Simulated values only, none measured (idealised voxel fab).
voxel wiring stack: a process module
Xsec cut, 155 nm wide, square cell size 5 nm.
This document writes a cross-section as a grid whose cells are square, and gives it as bands, listed from the top down; one or more rows of cells form a band. Band entry format. Leading values: height of top, height of bottom, nm. Remainder: materials in left-to-right order, each with its width in nm. Special words: "throughout" on a single material, which then fills the band edge to edge; "air", empty space. Heads up on the height convention: 0 is the point under which the incoming wafer is all one material, and the lowest band has no bottom, it just keeps going down, like "top 0, no bottom". The notation "30->40" denotes a width that varies across the rows of cells in the band, beginning at the first number in the top row, finishing at the second number in the bottom row, and changing by an identical amount from each row to the next. "left unchanged" for a step: no cell of the cross-section changed in that step. Entry "Listed closed voids". Content: empty spaces with no open connection to the top, size 8 cells or greater. Each: width x height at distance. Distance: from left edge. Unit: nm. Post-settings text on a step line: simulator's own remark regarding the step. Steps that use a mask can have "overlay nm" on their line. It says how far the mask sat to the right of where it was meant to be. Negative means to the left.

The steps planned for the process are as follows:
- 1: RECEIVE (material Si)
- 2: CONFORMAL_DEP (material SiO2; thk nm 15)
- 3: CONFORMAL_DEP (material SiCN; thk nm 5)
- 4: DIRECTIONAL_DEP (material lowk; thk nm 20)
- 5: PATTERN (tone open; mask id METAL_1; material resist; width nm 20; pitch nm 40; thk nm 20; overlay nm 0)
- 6: DIRECTIONAL_ETCH (etch materials lowk; depth nm 20)
- 7: DIRECTIONAL_ETCH (etch materials SiCN; depth nm 5)
- 8: STRIP (etch materials resist)
- 9: CONFORMAL_DEP (material TiN; thk nm 5)
- 10: FILL_DEP (material W; thk nm 10)
- 11: CMP (height nm 40)
- 12: CONFORMAL_DEP (material SiCN; thk nm 5)
- 13: DIRECTIONAL_DEP (material lowk; thk nm 15)
- 14: MASKED_ETCH (tone open; mask id PLUG_1; width nm 15; pitch nm 40; etch materials lowk; depth nm 15; overlay nm 0)
- 15: MASKED_ETCH (tone open; mask id PLUG_1; width nm 15; pitch nm 40; etch materials SiCN; depth nm 5; overlay nm 0)
- 16: EPI (material Ru; thk nm 10)
- 17: EPI (material Ru; thk nm 10)
- 18: CONFORMAL_DEP (material SiCN; thk nm 5)
- 19: DIRECTIONAL_DEP (material SiO2; thk nm 25)
- 20: DIRECTIONAL_DEP (material aC; thk nm 10)
- 21: PATTERN (tone open; mask id METAL_2; material resist; width nm 20; pitch nm 40; thk nm 25; overlay nm 0)
- 22: DIRECTIONAL_ETCH (etch materials aC; depth nm 10)
- 23: STRIP (etch materials resist)
- 24: DIRECTIONAL_ETCH (etch materials SiO2; depth nm 25)
- 25: DIRECTIONAL_ETCH (etch materials SiCN; depth nm 5)
- 26: STRIP (etch materials aC)
- 27: CONFORMAL_DEP (material TiN; thk nm 5)
- 28: FILL_DEP (material W; thk nm 10)
- 29: CMP (height nm 90)
- 30: CONFORMAL_DEP (material SiCN; thk nm 5)
- 31: DIRECTIONAL_DEP (material SiO2; thk nm 15)
- 32: MASKED_ETCH (tone open; mask id PLUG_2; width nm 15; pitch nm 40; etch materials SiO2; depth nm 15; overlay nm 0)
- 33: MASKED_ETCH (tone open; mask id PLUG_2; width nm 15; pitch nm 40; etch materials SiCN; depth nm 5; overlay nm 0)
- 34: EPI (material Ru; thk nm 10)
- 35: EPI (material Ru; thk nm 10)
- 36: CONFORMAL_DEP (material SiCN; thk nm 5)
- 37: DIRECTIONAL_DEP (material lowk; thk nm 15)
- 38: DIRECTIONAL_DEP (material aC; thk nm 10)
- 39: PATTERN (tone open; mask id METAL_3; material resist; width nm 20; pitch nm 40; thk nm 30; overlay nm 0)
- 40: DIRECTIONAL_ETCH (etch materials aC; depth nm 10)
- 41: STRIP (etch materials resist)
- 42: DIRECTIONAL_ETCH (etch materials lowk; depth nm 15)
- 43: DIRECTIONAL_ETCH (etch materials SiCN; depth nm 5)
- 44: STRIP (etch materials aC)
- 45: CONFORMAL_DEP (material TiN; thk nm 5)
- 46: FILL_DEP (material Cu; thk nm 5)
- 47: CMP (height nm 130)
- 48: EPI (material Ru; thk nm 5)
- 49: FILL_DEP (material SiCN; thk nm 5)

The first of two wafers, run as planned:

Cross-section of the incoming wafer, state after step 1:
> top 0, no bottom = Si throughout
> Listed closed voids: none

Step 2 done - wafer cross-section:
> top 15, bottom 0 = SiO2 throughout
> At heights below 0, the structure remains unaltered.

Step 3 done - wafer cross-section:
> top 20, bottom 15 = SiCN throughout
> At heights below 15, the structure remains unaltered.

Step 4 done - wafer cross-section:
> top 40, bottom 20 = lowk throughout
> At heights below 20, the structure remains unaltered.

Step 5 done - wafer cross-section:
> top 60, bottom 40 = 25 nm resist / 20 nm air / 20 nm resist / 20 nm air / 20 nm resist / 20 nm air / 30 nm resist
> At heights below 40, the structure remains unaltered.

Step 6 done - wafer cross-section:
> top 60, bottom 40 = 25 nm resist / 20 nm air / 20 nm resist / 20 nm air / 20 nm resist / 20 nm air / 30 nm resist
> top 40, bottom 20 = 25 nm lowk / 20 nm air / 20 nm lowk / 20 nm air / 20 nm lowk / 20 nm air / 30 nm lowk
> At heights below 20, the structure remains unaltered.

Step 7 done - wafer cross-section:
> top 60, bottom 40 = 25 nm resist / 20 nm air / 20 nm resist / 20 nm air / 20 nm resist / 20 nm air / 30 nm resist
> top 40, bottom 20 = 25 nm lowk / 20 nm air / 20 nm lowk / 20 nm air / 20 nm lowk / 20 nm air / 30 nm lowk
> top 20, bottom 15 = 25 nm SiCN / 20 nm air / 20 nm SiCN / 20 nm air / 20 nm SiCN / 20 nm air / 30 nm SiCN
> At heights below 15, the structure remains unaltered.

Step 8 done - wafer cross-section:
> top 40, bottom 20 = 25 nm lowk / 20 nm air / 20 nm lowk / 20 nm air / 20 nm lowk / 20 nm air / 30 nm lowk
> At heights below 20, the structure remains unaltered.

Step 9 done - wafer cross-section:
> top 45, bottom 40 = 30 nm TiN / 10 nm air / 30 nm TiN / 10 nm air / 30 nm TiN / 10 nm air / 35 nm TiN
> top 40, bottom 20 = 25 nm lowk / 5 nm TiN / 10 nm air / 5 nm TiN / 20 nm lowk / 5 nm TiN / 10 nm air / 5 nm TiN / 20 nm lowk / 5 nm TiN / 10 nm air / 5 nm TiN / 30 nm lowk
> top 20, bottom 15 = 25 nm SiCN / 20 nm TiN / 20 nm SiCN / 20 nm TiN / 20 nm SiCN / 20 nm TiN / 30 nm SiCN
> At heights below 15, the structure remains unaltered.

Step 10 done - wafer cross-section:
> top 55, bottom 45 = W throughout
> top 45, bottom 40 = 30 nm TiN / 10 nm W / 30 nm TiN / 10 nm W / 30 nm TiN / 10 nm W / 35 nm TiN
> top 40, bottom 20 = 25 nm lowk / 5 nm TiN / 10 nm W / 5 nm TiN / 20 nm lowk / 5 nm TiN / 10 nm W / 5 nm TiN / 20 nm lowk / 5 nm TiN / 10 nm W / 5 nm TiN / 30 nm lowk
> At heights below 20, the structure remains unaltered.

Step 11 done - wafer cross-section:
> top 40, bottom 20 = 25 nm lowk / 5 nm TiN / 10 nm W / 5 nm TiN / 20 nm lowk / 5 nm TiN / 10 nm W / 5 nm TiN / 20 nm lowk / 5 nm TiN / 10 nm W / 5 nm TiN / 30 nm lowk
> At heights below 20, the structure remains unaltered.

Step 12 done - wafer cross-section:
> top 45, bottom 40 = SiCN throughout
> At heights below 40, the structure remains unaltered.

Step 13 done - wafer cross-section:
> top 60, bottom 45 = lowk throughout
> At heights below 45, the structure remains unaltered.

Step 14 done - wafer cross-section:
> top 60, bottom 45 = 25 nm lowk / 15 nm air / 25 nm lowk / 15 nm air / 25 nm lowk / 15 nm air / 35 nm lowk
> At heights below 45, the structure remains unaltered.

Step 15 done - wafer cross-section:
> top 60, bottom 45 = 25 nm lowk / 15 nm air / 25 nm lowk / 15 nm air / 25 nm lowk / 15 nm air / 35 nm lowk
> top 45, bottom 40 = 25 nm SiCN / 15 nm air / 25 nm SiCN / 15 nm air / 25 nm SiCN / 15 nm air / 35 nm SiCN
> At heights below 40, the structure remains unaltered.

Step 16 done - wafer cross-section:
> top 60, bottom 50 = 25 nm lowk / 15 nm air / 25 nm lowk / 15 nm air / 25 nm lowk / 15 nm air / 35 nm lowk
> top 50, bottom 45 = 25 nm lowk / 15 nm Ru / 25 nm lowk / 15 nm Ru / 25 nm lowk / 15 nm Ru / 35 nm lowk
> top 45, bottom 40 = 25 nm SiCN / 15 nm Ru / 25 nm SiCN / 15 nm Ru / 25 nm SiCN / 15 nm Ru / 35 nm SiCN
> At heights below 40, the structure remains unaltered.

Step 17 done - wafer cross-section:
> top 60, bottom 45 = 25 nm lowk / 15 nm Ru / 25 nm lowk / 15 nm Ru / 25 nm lowk / 15 nm Ru / 35 nm lowk
> At heights below 45, the structure remains unaltered.

Step 18 done - wafer cross-section:
> top 65, bottom 60 = SiCN throughout
> At heights below 60, the structure remains unaltered.

Step 19 done - wafer cross-section:
> top 90, bottom 65 = SiO2 throughout
> At heights below 65, the structure remains unaltered.

Step 20 done - wafer cross-section:
> top 100, bottom 90 = aC throughout
> At heights below 90, the structure remains unaltered.

Step 21 done - wafer cross-section:
> top 125, bottom 100 = 25 nm resist / 20 nm air / 20 nm resist / 20 nm air / 20 nm resist / 20 nm air / 30 nm resist
> At heights below 100, the structure remains unaltered.

Step 22 done - wafer cross-section:
> top 115, bottom 100 = 25 nm resist / 20 nm air / 20 nm resist / 20 nm air / 20 nm resist / 20 nm air / 30 nm resist
> top 100, bottom 90 = 25 nm aC / 20 nm air / 20 nm aC / 20 nm air / 20 nm aC / 20 nm air / 30 nm aC
> At heights below 90, the structure remains unaltered.

Step 23 done - wafer cross-section:
> top 100, bottom 90 = 25 nm aC / 20 nm air / 20 nm aC / 20 nm air / 20 nm aC / 20 nm air / 30 nm aC
> At heights below 90, the structure remains unaltered.

Step 24 done - wafer cross-section:
> top 100, bottom 90 = 25 nm aC / 20 nm air / 20 nm aC / 20 nm air / 20 nm aC / 20 nm air / 30 nm aC
> top 90, bottom 65 = 25 nm SiO2 / 20 nm air / 20 nm SiO2 / 20 nm air / 20 nm SiO2 / 20 nm air / 30 nm SiO2
> At heights below 65, the structure remains unaltered.

Step 25 done - wafer cross-section:
> top 100, bottom 90 = 25 nm aC / 20 nm air / 20 nm aC / 20 nm air / 20 nm aC / 20 nm air / 30 nm aC
> top 90, bottom 65 = 25 nm SiO2 / 20 nm air / 20 nm SiO2 / 20 nm air / 20 nm SiO2 / 20 nm air / 30 nm SiO2
> top 65, bottom 60 = 25 nm SiCN / 20 nm air / 20 nm SiCN / 20 nm air / 20 nm SiCN / 20 nm air / 30 nm SiCN
> At heights below 60, the structure remains unaltered.

Step 26 done - wafer cross-section:
> top 90, bottom 65 = 25 nm SiO2 / 20 nm air / 20 nm SiO2 / 20 nm air / 20 nm SiO2 / 20 nm air / 30 nm SiO2
> At heights below 65, the structure remains unaltered.

Step 27 done - wafer cross-section:
> top 95, bottom 90 = 30 nm TiN / 10 nm air / 30 nm TiN / 10 nm air / 30 nm TiN / 10 nm air / 35 nm TiN
> top 90, bottom 65 = 25 nm SiO2 / 5 nm TiN / 10 nm air / 5 nm TiN / 20 nm SiO2 / 5 nm TiN / 10 nm air / 5 nm TiN / 20 nm SiO2 / 5 nm TiN / 10 nm air / 5 nm TiN / 30 nm SiO2
> top 65, bottom 60 = 25 nm SiCN / 20 nm TiN / 20 nm SiCN / 20 nm TiN / 20 nm SiCN / 20 nm TiN / 30 nm SiCN
> At heights below 60, the structure remains unaltered.

Step 28 done - wafer cross-section:
> top 105, bottom 95 = W throughout
> top 95, bottom 90 = 30 nm TiN / 10 nm W / 30 nm TiN / 10 nm W / 30 nm TiN / 10 nm W / 35 nm TiN
> top 90, bottom 65 = 25 nm SiO2 / 5 nm TiN / 10 nm W / 5 nm TiN / 20 nm SiO2 / 5 nm TiN / 10 nm W / 5 nm TiN / 20 nm SiO2 / 5 nm TiN / 10 nm W / 5 nm TiN / 30 nm SiO2
> At heights below 65, the structure remains unaltered.

Step 29 done - wafer cross-section:
> top 90, bottom 65 = 25 nm SiO2 / 5 nm TiN / 10 nm W / 5 nm TiN / 20 nm SiO2 / 5 nm TiN / 10 nm W / 5 nm TiN / 20 nm SiO2 / 5 nm TiN / 10 nm W / 5 nm TiN / 30 nm SiO2
> At heights below 65, the structure remains unaltered.

Step 30 done - wafer cross-section:
> top 95, bottom 90 = SiCN throughout
> At heights below 90, the structure remains unaltered.

Step 31 done - wafer cross-section:
> top 110, bottom 95 = SiO2 throughout
> At heights below 95, the structure remains unaltered.

Step 32 done - wafer cross-section:
> top 110, bottom 95 = 25 nm SiO2 / 15 nm air / 25 nm SiO2 / 15 nm air / 25 nm SiO2 / 15 nm air / 35 nm SiO2
> At heights below 95, the structure remains unaltered.

Step 33 done - wafer cross-section:
> top 110, bottom 95 = 25 nm SiO2 / 15 nm air / 25 nm SiO2 / 15 nm air / 25 nm SiO2 / 15 nm air / 35 nm SiO2
> top 95, bottom 90 = 25 nm SiCN / 15 nm air / 25 nm SiCN / 15 nm air / 25 nm SiCN / 15 nm air / 35 nm SiCN
> At heights below 90, the structure remains unaltered.

Step 34 done - wafer cross-section:
> top 110, bottom 100 = 25 nm SiO2 / 15 nm air / 25 nm SiO2 / 15 nm air / 25 nm SiO2 / 15 nm air / 35 nm SiO2
> top 100, bottom 95 = 25 nm SiO2 / 15 nm Ru / 25 nm SiO2 / 15 nm Ru / 25 nm SiO2 / 15 nm Ru / 35 nm SiO2
> top 95, bottom 90 = 25 nm SiCN / 15 nm Ru / 25 nm SiCN / 15 nm Ru / 25 nm SiCN / 15 nm Ru / 35 nm SiCN
> At heights below 90, the structure remains unaltered.

Step 35 done - wafer cross-section:
> top 110, bottom 95 = 25 nm SiO2 / 15 nm Ru / 25 nm SiO2 / 15 nm Ru / 25 nm SiO2 / 15 nm Ru / 35 nm SiO2
> At heights below 95, the structure remains unaltered.

Step 36 done - wafer cross-section:
> top 115, bottom 110 = SiCN throughout
> At heights below 110, the structure remains unaltered.

Step 37 done - wafer cross-section:
> top 130, bottom 115 = lowk throughout
> At heights below 115, the structure remains unaltered.

Step 38 done - wafer cross-section:
> top 140, bottom 130 = aC throughout
> At heights below 130, the structure remains unaltered.

Step 39 done - wafer cross-section:
> top 170, bottom 140 = 25 nm resist / 20 nm air / 20 nm resist / 20 nm air / 20 nm resist / 20 nm air / 30 nm resist
> At heights below 140, the structure remains unaltered.

Step 40 done - wafer cross-section:
> top 160, bottom 140 = 25 nm resist / 20 nm air / 20 nm resist / 20 nm air / 20 nm resist / 20 nm air / 30 nm resist
> top 140, bottom 130 = 25 nm aC / 20 nm air / 20 nm aC / 20 nm air / 20 nm aC / 20 nm air / 30 nm aC
> At heights below 130, the structure remains unaltered.

Step 41 done - wafer cross-section:
> top 140, bottom 130 = 25 nm aC / 20 nm air / 20 nm aC / 20 nm air / 20 nm aC / 20 nm air / 30 nm aC
> At heights below 130, the structure remains unaltered.

Step 42 done - wafer cross-section:
> top 140, bottom 130 = 25 nm aC / 20 nm air / 20 nm aC / 20 nm air / 20 nm aC / 20 nm air / 30 nm aC
> top 130, bottom 115 = 25 nm lowk / 20 nm air / 20 nm lowk / 20 nm air / 20 nm lowk / 20 nm air / 30 nm lowk
> At heights below 115, the structure remains unaltered.

Step 43 done - wafer cross-section:
> top 140, bottom 130 = 25 nm aC / 20 nm air / 20 nm aC / 20 nm air / 20 nm aC / 20 nm air / 30 nm aC
> top 130, bottom 115 = 25 nm lowk / 20 nm air / 20 nm lowk / 20 nm air / 20 nm lowk / 20 nm air / 30 nm lowk
> top 115, bottom 110 = 25 nm SiCN / 20 nm air / 20 nm SiCN / 20 nm air / 20 nm SiCN / 20 nm air / 30 nm SiCN
> At heights below 110, the structure remains unaltered.

Step 44 done - wafer cross-section:
> top 130, bottom 115 = 25 nm lowk / 20 nm air / 20 nm lowk / 20 nm air / 20 nm lowk / 20 nm air / 30 nm lowk
> At heights below 115, the structure remains unaltered.

Step 45 done - wafer cross-section:
> top 135, bottom 130 = 30 nm TiN / 10 nm air / 30 nm TiN / 10 nm air / 30 nm TiN / 10 nm air / 35 nm TiN
> top 130, bottom 115 = 25 nm lowk / 5 nm TiN / 10 nm air / 5 nm TiN / 20 nm lowk / 5 nm TiN / 10 nm air / 5 nm TiN / 20 nm lowk / 5 nm TiN / 10 nm air / 5 nm TiN / 30 nm lowk
> top 115, bottom 110 = 25 nm SiCN / 20 nm TiN / 20 nm SiCN / 20 nm TiN / 20 nm SiCN / 20 nm TiN / 30 nm SiCN
> At heights below 110, the structure remains unaltered.

Step 46 done - wafer cross-section:
> top 140, bottom 135 = Cu throughout
> top 135, bottom 130 = 30 nm TiN / 10 nm Cu / 30 nm TiN / 10 nm Cu / 30 nm TiN / 10 nm Cu / 35 nm TiN
> top 130, bottom 115 = 25 nm lowk / 5 nm TiN / 10 nm Cu / 5 nm TiN / 20 nm lowk / 5 nm TiN / 10 nm Cu / 5 nm TiN / 20 nm lowk / 5 nm TiN / 10 nm Cu / 5 nm TiN / 30 nm lowk
> At heights below 115, the structure remains unaltered.

Step 47 done - wafer cross-section:
> top 130, bottom 115 = 25 nm lowk / 5 nm TiN / 10 nm Cu / 5 nm TiN / 20 nm lowk / 5 nm TiN / 10 nm Cu / 5 nm TiN / 20 nm lowk / 5 nm TiN / 10 nm Cu / 5 nm TiN / 30 nm lowk
> At heights below 115, the structure remains unaltered.

Step 48 done - wafer cross-section:
> top 135, bottom 130 = 20 nm air / 30 nm Ru / 10 nm air / 30 nm Ru / 10 nm air / 30 nm Ru / 25 nm air
> At heights below 130, the structure remains unaltered.

Step 49 done - wafer cross-section:
> top 140, bottom 135 = SiCN throughout
> top 135, bottom 130 = 20 nm SiCN / 30 nm Ru / 10 nm SiCN / 30 nm Ru / 10 nm SiCN / 30 nm Ru / 25 nm SiCN
> At heights below 130, the structure remains unaltered.

Regarding the second of the two wafers: it shared the first wafer's starting condition and process plan, yet one error occurred during its execution. Its history coincides with that of the first wafer up to and including step 38:

Cross-sectional view of the second wafer at the intended end time of process step 39:
> top 170, bottom 140 = 30 nm resist / 20 nm air / 20 nm resist / 20 nm air / 20 nm resist / 20 nm air / 25 nm resist
> At heights below 140, the structure remains unaltered.

Cross-sectional view of the second wafer at the intended end time of process step 40:
> top 160, bottom 140 = 30 nm resist / 20 nm air / 20 nm resist / 20 nm air / 20 nm resist / 20 nm air / 25 nm resist
> top 140, bottom 130 = 30 nm aC / 20 nm air / 20 nm aC / 20 nm air / 20 nm aC / 20 nm air / 25 nm aC
> At heights below 130, the structure remains unaltered.

Cross-sectional view of the second wafer at the intended end time of process step 41:
> top 140, bottom 130 = 30 nm aC / 20 nm air / 20 nm aC / 20 nm air / 20 nm aC / 20 nm air / 25 nm aC
> At heights below 130, the structure remains unaltered.

Cross-sectional view of the second wafer at the intended end time of process step 42:
> top 140, bottom 130 = 30 nm aC / 20 nm air / 20 nm aC / 20 nm air / 20 nm aC / 20 nm air / 25 nm aC
> top 130, bottom 115 = 30 nm lowk / 20 nm air / 20 nm lowk / 20 nm air / 20 nm lowk / 20 nm air / 25 nm lowk
> At heights below 115, the structure remains unaltered.

Cross-sectional view of the second wafer at the intended end time of process step 43:
> top 140, bottom 130 = 30 nm aC / 20 nm air / 20 nm aC / 20 nm air / 20 nm aC / 20 nm air / 25 nm aC
> top 130, bottom 115 = 30 nm lowk / 20 nm air / 20 nm lowk / 20 nm air / 20 nm lowk / 20 nm air / 25 nm lowk
> top 115, bottom 110 = 30 nm SiCN / 20 nm air / 20 nm SiCN / 20 nm air / 20 nm SiCN / 20 nm air / 25 nm SiCN
> At heights below 110, the structure remains unaltered.

Cross-sectional view of the second wafer at the intended end time of process step 44:
> top 130, bottom 115 = 30 nm lowk / 20 nm air / 20 nm lowk / 20 nm air / 20 nm lowk / 20 nm air / 25 nm lowk
> At heights below 115, the structure remains unaltered.

Cross-sectional view of the second wafer at the intended end time of process step 45:
> top 135, bottom 130 = 35 nm TiN / 10 nm air / 30 nm TiN / 10 nm air / 30 nm TiN / 10 nm air / 30 nm TiN
> top 130, bottom 115 = 30 nm lowk / 5 nm TiN / 10 nm air / 5 nm TiN / 20 nm lowk / 5 nm TiN / 10 nm air / 5 nm TiN / 20 nm lowk / 5 nm TiN / 10 nm air / 5 nm TiN / 25 nm lowk
> top 115, bottom 110 = 30 nm SiCN / 20 nm TiN / 20 nm SiCN / 20 nm TiN / 20 nm SiCN / 20 nm TiN / 25 nm SiCN
> At heights below 110, the structure remains unaltered.

Cross-sectional view of the second wafer at the intended end time of process step 46:
> top 140, bottom 135 = Cu throughout
> top 135, bottom 130 = 35 nm TiN / 10 nm Cu / 30 nm TiN / 10 nm Cu / 30 nm TiN / 10 nm Cu / 30 nm TiN
> top 130, bottom 115 = 30 nm lowk / 5 nm TiN / 10 nm Cu / 5 nm TiN / 20 nm lowk / 5 nm TiN / 10 nm Cu / 5 nm TiN / 20 nm lowk / 5 nm TiN / 10 nm Cu / 5 nm TiN / 25 nm lowk
> At heights below 115, the structure remains unaltered.

Cross-sectional view of the second wafer at the intended end time of process step 47:
> top 130, bottom 115 = 30 nm lowk / 5 nm TiN / 10 nm Cu / 5 nm TiN / 20 nm lowk / 5 nm TiN / 10 nm Cu / 5 nm TiN / 20 nm lowk / 5 nm TiN / 10 nm Cu / 5 nm TiN / 25 nm lowk
> At heights below 115, the structure remains unaltered.

Cross-sectional view of the second wafer at the intended end time of process step 48:
> top 135, bottom 130 = 25 nm air / 30 nm Ru / 10 nm air / 30 nm Ru / 10 nm air / 30 nm Ru / 20 nm air
> At heights below 130, the structure remains unaltered.

Cross-sectional view of the second wafer at the intended end time of process step 49:
> top 140, bottom 135 = SiCN throughout
> top 135, bottom 130 = 25 nm SiCN / 30 nm Ru / 10 nm SiCN / 30 nm Ru / 10 nm SiCN / 30 nm Ru / 20 nm SiCN
> At heights below 130, the structure remains unaltered.
The mistake made against the process plan was this: contrary to plan, step 39 was performed as PATTERN (tone open; mask id METAL_3; material resist; width nm 20; pitch nm 40; thk nm 30; overlay nm 5)
When the process is done, the second wafer contains the same cell count of every material as the first wafer, but distributed over other locations.
